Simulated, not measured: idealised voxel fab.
Process module, titled voxel wiring stack
For reference, the cross-section in this document is cut, with width 150 nm and square cells of 5 nm.
Cross-section spec: square-cell grid; bands listed top down; each band is one or more rows.
Heads up on the band format: heights come first, top then bottom, in nm. After that it's the materials left to right, each with its width in nm. A single material flagged "all across" fills the whole band edge to edge, and "air" means there's empty space there.
Height 0 is the level under which the wafer as received is all one material. The lowest band goes on downwards, as in "0..down".
Width spec "30 to 40" -> top row of cells at first value, bottom row at second value, equal per-row change in between.
"no alterations made" after a step means that no cell of the cross-section changed.
Any empty space of 8 cells or more lacking an open way to the top shows up in "Catalogued sealed voids" as width x height at distance, distance from the left edge, in nm.
Heads up: the bit after the settings on a step's line is the simulator's remark on that step.
"overlay nm", when on a step's line for a step with a mask, measures how far to the right of its planned place the mask lay; a negative measure means to the left.
These are the steps we planned for the process
1,RECEIVE: material Si
2,CONFORMAL_DEP: material SiO2, thk nm 10
3,DIRECTIONAL_DEP: material TiN, thk nm 5
4,DIRECTIONAL_DEP: material W, thk nm 20
5,DIRECTIONAL_DEP: material aC, thk nm 15
6,PATTERN: tone cover, mask id METAL_1, material resist, width nm 30, pitch nm 50, thk nm 30, overlay nm 0
7,DIRECTIONAL_ETCH: etch materials aC, depth nm 15
8,STRIP: etch materials resist
9,DIRECTIONAL_ETCH: etch materials W, depth nm 20
10,DIRECTIONAL_ETCH: etch materials TiN, depth nm 5
11,STRIP: etch materials aC
12,CONFORMAL_DEP: material SiCN, thk nm 5
13,FILL_DEP: material SiO2, thk nm 5
14,CMP: height nm 35
15,CONFORMAL_DEP: material SiCN, thk nm 5
16,DIRECTIONAL_DEP: material lowk, thk nm 20
17,MASKED_ETCH: tone open, mask id PLUG_1, width nm 15, etch materials lowk, depth nm 20, overlay nm 0
18,MASKED_ETCH: tone open, mask id PLUG_1, width nm 15, etch materials SiCN, depth nm 5, overlay nm 0
19,CONFORMAL_DEP: material TiN, thk nm 5
20,FILL_DEP: material Cu, thk nm 5
21,CMP: height nm 60
22,CONFORMAL_DEP: material SiCN, thk nm 5
23,DIRECTIONAL_DEP: material lowk, thk nm 20
24,MASKED_ETCH: tone open, mask id METAL_2, width nm 30, pitch nm 50, etch materials lowk, depth nm 20, overlay nm 0
25,MASKED_ETCH: tone open, mask id METAL_2, width nm 30, pitch nm 50, etch materials SiCN, depth nm 5, overlay nm 0
26,CONFORMAL_DEP: material TiN, thk nm 5
27,FILL_DEP: material Ru, thk nm 5
28,CMP: height nm 85
29,CONFORMAL_DEP: material SiCN, thk nm 5
30,DIRECTIONAL_DEP: material SiO2, thk nm 10
31,PATTERN: tone open, mask id PLUG_2, material resist, width nm 15, pitch nm 50, thk nm 20, overlay nm 0
32,DIRECTIONAL_ETCH: etch materials SiO2, depth nm 10
33,DIRECTIONAL_ETCH: etch materials SiCN, depth nm 5
34,STRIP: etch materials resist
35,CONFORMAL_DEP: material TiN, thk nm 5
36,FILL_DEP: material Ru, thk nm 10
37,CMP: height nm 100
38,CONFORMAL_DEP: material SiN, thk nm 5
39,DIRECTIONAL_DEP: material SiO2, thk nm 25
40,PATTERN: tone open, mask id METAL_3, material resist, width nm 30, pitch nm 50, thk nm 20, overlay nm 0
41,DIRECTIONAL_ETCH: etch materials SiO2, depth nm 25
42,DIRECTIONAL_ETCH: etch materials SiN, depth nm 5
43,STRIP: etch materials resist
44,CONFORMAL_DEP: material TiN, thk nm 5
45,FILL_DEP: material Cu, thk nm 5
46,CMP: height nm 130
47,CONFORMAL_DEP: material SiCN, thk nm 5
The first wafer of two, processed as planned
As-received state of the wafer in cross-section, equivalent to post-step 1
0..down | Si all across
Catalogued sealed voids: none
After step 2
10..0 | SiO2 all across
Rest of section, below 0: as before.
After step 3
15..10 | TiN all across
Rest of section, below 10: as before.
After step 4
35..15 | W all across
Rest of section, below 15: as before.
After step 5
50..35 | aC all across
Rest of section, below 35: as before.
After step 6
80..50 | 35 nm air / 30 nm resist / 20 nm air / 30 nm resist / 35 nm air
Rest of section, below 50: as before.
After step 7
65..50 | 35 nm air / 30 nm resist / 20 nm air / 30 nm resist / 35 nm air
50..35 | 35 nm air / 30 nm aC / 20 nm air / 30 nm aC / 35 nm air
Rest of section, below 35: as before.
After step 8
50..35 | 35 nm air / 30 nm aC / 20 nm air / 30 nm aC / 35 nm air
Rest of section, below 35: as before.
After step 9
50..35 | 35 nm air / 30 nm aC / 20 nm air / 30 nm aC / 35 nm air
35..15 | 35 nm air / 30 nm W / 20 nm air / 30 nm W / 35 nm air
Rest of section, below 15: as before.
After step 10
50..35 | 35 nm air / 30 nm aC / 20 nm air / 30 nm aC / 35 nm air
35..15 | 35 nm air / 30 nm W / 20 nm air / 30 nm W / 35 nm air
15..10 | 35 nm air / 30 nm TiN / 20 nm air / 30 nm TiN / 35 nm air
Rest of section, below 10: as before.
After step 11
35..15 | 35 nm air / 30 nm W / 20 nm air / 30 nm W / 35 nm air
Rest of section, below 15: as before.
After step 12
40..35 | 30 nm air / 40 nm SiCN / 10 nm air / 40 nm SiCN / 30 nm air
35..15 | 30 nm air / 5 nm SiCN / 30 nm W / 5 nm SiCN / 10 nm air / 5 nm SiCN / 30 nm W / 5 nm SiCN / 30 nm air
15..10 | 35 nm SiCN / 30 nm TiN / 20 nm SiCN / 30 nm TiN / 35 nm SiCN
Rest of section, below 10: as before.
After step 13
45..40 | SiO2 all across
40..35 | 30 nm SiO2 / 40 nm SiCN / 10 nm SiO2 / 40 nm SiCN / 30 nm SiO2
35..15 | 30 nm SiO2 / 5 nm SiCN / 30 nm W / 5 nm SiCN / 10 nm SiO2 / 5 nm SiCN / 30 nm W / 5 nm SiCN / 30 nm SiO2
Rest of section, below 15: as before.
After step 14
35..15 | 30 nm SiO2 / 5 nm SiCN / 30 nm W / 5 nm SiCN / 10 nm SiO2 / 5 nm SiCN / 30 nm W / 5 nm SiCN / 30 nm SiO2
Rest of section, below 15: as before.
After step 15
40..35 | SiCN all across
Rest of section, below 35: as before.
After step 16
60..40 | lowk all across
Rest of section, below 40: as before.
After step 17
60..40 | 35 nm lowk / 15 nm air / 100 nm lowk
Rest of section, below 40: as before.
After step 18
60..40 | 35 nm lowk / 15 nm air / 100 nm lowk
40..35 | 35 nm SiCN / 15 nm air / 100 nm SiCN
Rest of section, below 35: as before.
After step 19
65..60 | 40 nm TiN / 5 nm air / 105 nm TiN
60..40 | 35 nm lowk / 5 nm TiN / 5 nm air / 5 nm TiN / 100 nm lowk
40..35 | 35 nm SiCN / 15 nm TiN / 100 nm SiCN
Rest of section, below 35: as before.
After step 20
70..65 | Cu all across
65..60 | 40 nm TiN / 5 nm Cu / 105 nm TiN
60..40 | 35 nm lowk / 5 nm TiN / 5 nm Cu / 5 nm TiN / 100 nm lowk
Rest of section, below 40: as before.
After step 21
60..40 | 35 nm lowk / 5 nm TiN / 5 nm Cu / 5 nm TiN / 100 nm lowk
Rest of section, below 40: as before.
After step 22
65..60 | SiCN all across
Rest of section, below 60: as before.
After step 23
85..65 | lowk all across
Rest of section, below 65: as before.
After step 24
85..65 | 35 nm lowk / 30 nm air / 20 nm lowk / 30 nm air / 35 nm lowk
Rest of section, below 65: as before.
After step 25
85..65 | 35 nm lowk / 30 nm air / 20 nm lowk / 30 nm air / 35 nm lowk
65..60 | 35 nm SiCN / 30 nm air / 20 nm SiCN / 30 nm air / 35 nm SiCN
Rest of section, below 60: as before.
After step 26
90..85 | 40 nm TiN / 20 nm air / 30 nm TiN / 20 nm air / 40 nm TiN
85..65 | 35 nm lowk / 5 nm TiN / 20 nm air / 5 nm TiN / 20 nm lowk / 5 nm TiN / 20 nm air / 5 nm TiN / 35 nm lowk
65..60 | 35 nm SiCN / 30 nm TiN / 20 nm SiCN / 30 nm TiN / 35 nm SiCN
Rest of section, below 60: as before.
After step 27
95..90 | Ru all across
90..85 | 40 nm TiN / 20 nm Ru / 30 nm TiN / 20 nm Ru / 40 nm TiN
85..65 | 35 nm lowk / 5 nm TiN / 20 nm Ru / 5 nm TiN / 20 nm lowk / 5 nm TiN / 20 nm Ru / 5 nm TiN / 35 nm lowk
Rest of section, below 65: as before.
After step 28
85..65 | 35 nm lowk / 5 nm TiN / 20 nm Ru / 5 nm TiN / 20 nm lowk / 5 nm TiN / 20 nm Ru / 5 nm TiN / 35 nm lowk
Rest of section, below 65: as before.
After step 29
90..85 | SiCN all across
Rest of section, below 85: as before.
After step 30
100..90 | SiO2 all across
Rest of section, below 90: as before.
After step 31
120..100 | 35 nm resist / 15 nm air / 35 nm resist / 15 nm air / 50 nm resist
Rest of section, below 100: as before.
After step 32
120..100 | 35 nm resist / 15 nm air / 35 nm resist / 15 nm air / 50 nm resist
100..90 | 35 nm SiO2 / 15 nm air / 35 nm SiO2 / 15 nm air / 50 nm SiO2
Rest of section, below 90: as before.
After step 33
120..100 | 35 nm resist / 15 nm air / 35 nm resist / 15 nm air / 50 nm resist
100..90 | 35 nm SiO2 / 15 nm air / 35 nm SiO2 / 15 nm air / 50 nm SiO2
90..85 | 35 nm SiCN / 15 nm air / 35 nm SiCN / 15 nm air / 50 nm SiCN
Rest of section, below 85: as before.
After step 34
100..90 | 35 nm SiO2 / 15 nm air / 35 nm SiO2 / 15 nm air / 50 nm SiO2
Rest of section, below 90: as before.
After step 35
105..100 | 40 nm TiN / 5 nm air / 45 nm TiN / 5 nm air / 55 nm TiN
100..90 | 35 nm SiO2 / 5 nm TiN / 5 nm air / 5 nm TiN / 35 nm SiO2 / 5 nm TiN / 5 nm air / 5 nm TiN / 50 nm SiO2
90..85 | 35 nm SiCN / 15 nm TiN / 35 nm SiCN / 15 nm TiN / 50 nm SiCN
Rest of section, below 85: as before.
After step 36
115..105 | Ru all across
105..100 | 40 nm TiN / 5 nm Ru / 45 nm TiN / 5 nm Ru / 55 nm TiN
100..90 | 35 nm SiO2 / 5 nm TiN / 5 nm Ru / 5 nm TiN / 35 nm SiO2 / 5 nm TiN / 5 nm Ru / 5 nm TiN / 50 nm SiO2
Rest of section, below 90: as before.
After step 37
100..90 | 35 nm SiO2 / 5 nm TiN / 5 nm Ru / 5 nm TiN / 35 nm SiO2 / 5 nm TiN / 5 nm Ru / 5 nm TiN / 50 nm SiO2
Rest of section, below 90: as before.
After step 38
105..100 | SiN all across
Rest of section, below 100: as before.
After step 39
130..105 | SiO2 all across
Rest of section, below 105: as before.
After step 40
150..130 | 35 nm resist / 30 nm air / 20 nm resist / 30 nm air / 35 nm resist
Rest of section, below 130: as before.
After step 41
150..130 | 35 nm resist / 30 nm air / 20 nm resist / 30 nm air / 35 nm resist
130..105 | 35 nm SiO2 / 30 nm air / 20 nm SiO2 / 30 nm air / 35 nm SiO2
Rest of section, below 105: as before.
After step 42
150..130 | 35 nm resist / 30 nm air / 20 nm resist / 30 nm air / 35 nm resist
130..105 | 35 nm SiO2 / 30 nm air / 20 nm SiO2 / 30 nm air / 35 nm SiO2
105..100 | 35 nm SiN / 30 nm air / 20 nm SiN / 30 nm air / 35 nm SiN
Rest of section, below 100: as before.
After step 43
130..105 | 35 nm SiO2 / 30 nm air / 20 nm SiO2 / 30 nm air / 35 nm SiO2
Rest of section, below 105: as before.
After step 44
135..130 | 40 nm TiN / 20 nm air / 30 nm TiN / 20 nm air / 40 nm TiN
130..105 | 35 nm SiO2 / 5 nm TiN / 20 nm air / 5 nm TiN / 20 nm SiO2 / 5 nm TiN / 20 nm air / 5 nm TiN / 35 nm SiO2
105..100 | 35 nm SiN / 30 nm TiN / 20 nm SiN / 30 nm TiN / 35 nm SiN
Rest of section, below 100: as before.
After step 45
140..135 | Cu all across
135..130 | 40 nm TiN / 20 nm Cu / 30 nm TiN / 20 nm Cu / 40 nm TiN
130..105 | 35 nm SiO2 / 5 nm TiN / 20 nm Cu / 5 nm TiN / 20 nm SiO2 / 5 nm TiN / 20 nm Cu / 5 nm TiN / 35 nm SiO2
Rest of section, below 105: as before.
After step 46
130..105 | 35 nm SiO2 / 5 nm TiN / 20 nm Cu / 5 nm TiN / 20 nm SiO2 / 5 nm TiN / 20 nm Cu / 5 nm TiN / 35 nm SiO2
Rest of section, below 105: as before.
After step 47
135..130 | SiCN all across
Rest of section, below 130: as before.
Wafer two. Same start, same plan, one slip in execution. Same as wafer one through step 36, inclusive
Look at the second wafer in cross-section at the time step 37 ought to have finished: no alterations made
Look at the second wafer in cross-section at the time step 38 ought to have finished
120..115 | SiN all across
Rest of section, below 115: as before.
Look at the second wafer in cross-section at the time step 39 ought to have finished
145..120 | SiO2 all across
Rest of section, below 120: as before.
Look at the second wafer in cross-section at the time step 40 ought to have finished
165..145 | 35 nm resist / 30 nm air / 20 nm resist / 30 nm air / 35 nm resist
Rest of section, below 145: as before.
Look at the second wafer in cross-section at the time step 41 ought to have finished
165..145 | 35 nm resist / 30 nm air / 20 nm resist / 30 nm air / 35 nm resist
145..120 | 35 nm SiO2 / 30 nm air / 20 nm SiO2 / 30 nm air / 35 nm SiO2
Rest of section, below 120: as before.
Look at the second wafer in cross-section at the time step 42 ought to have finished
165..145 | 35 nm resist / 30 nm air / 20 nm resist / 30 nm air / 35 nm resist
145..120 | 35 nm SiO2 / 30 nm air / 20 nm SiO2 / 30 nm air / 35 nm SiO2
120..115 | 35 nm SiN / 30 nm air / 20 nm SiN / 30 nm air / 35 nm SiN
Rest of section, below 115: as before.
Look at the second wafer in cross-section at the time step 43 ought to have finished
145..120 | 35 nm SiO2 / 30 nm air / 20 nm SiO2 / 30 nm air / 35 nm SiO2
Rest of section, below 120: as before.
Look at the second wafer in cross-section at the time step 44 ought to have finished
150..145 | 40 nm TiN / 20 nm air / 30 nm TiN / 20 nm air / 40 nm TiN
145..120 | 35 nm SiO2 / 5 nm TiN / 20 nm air / 5 nm TiN / 20 nm SiO2 / 5 nm TiN / 20 nm air / 5 nm TiN / 35 nm SiO2
120..115 | 35 nm SiN / 30 nm TiN / 20 nm SiN / 30 nm TiN / 35 nm SiN
Rest of section, below 115: as before.
Look at the second wafer in cross-section at the time step 45 ought to have finished
155..150 | Cu all across
150..145 | 40 nm TiN / 20 nm Cu / 30 nm TiN / 20 nm Cu / 40 nm TiN
145..120 | 35 nm SiO2 / 5 nm TiN / 20 nm Cu / 5 nm TiN / 20 nm SiO2 / 5 nm TiN / 20 nm Cu / 5 nm TiN / 35 nm SiO2
Rest of section, below 120: as before.
Look at the second wafer in cross-section at the time step 46 ought to have finished
130..120 | 35 nm SiO2 / 5 nm TiN / 20 nm Cu / 5 nm TiN / 20 nm SiO2 / 5 nm TiN / 20 nm Cu / 5 nm TiN / 35 nm SiO2
Rest of section, below 120: as before.
Look at the second wafer in cross-section at the time step 47 ought to have finished
135..130 | SiCN all across
Rest of section, below 130: as before.
Short version of what went wrong: plan step 37: skipped, not run
At the finish, the second wafer shows more or fewer cells for some materials than the first does: Cu -24; Ru +62; SiO2 -54; TiN +16
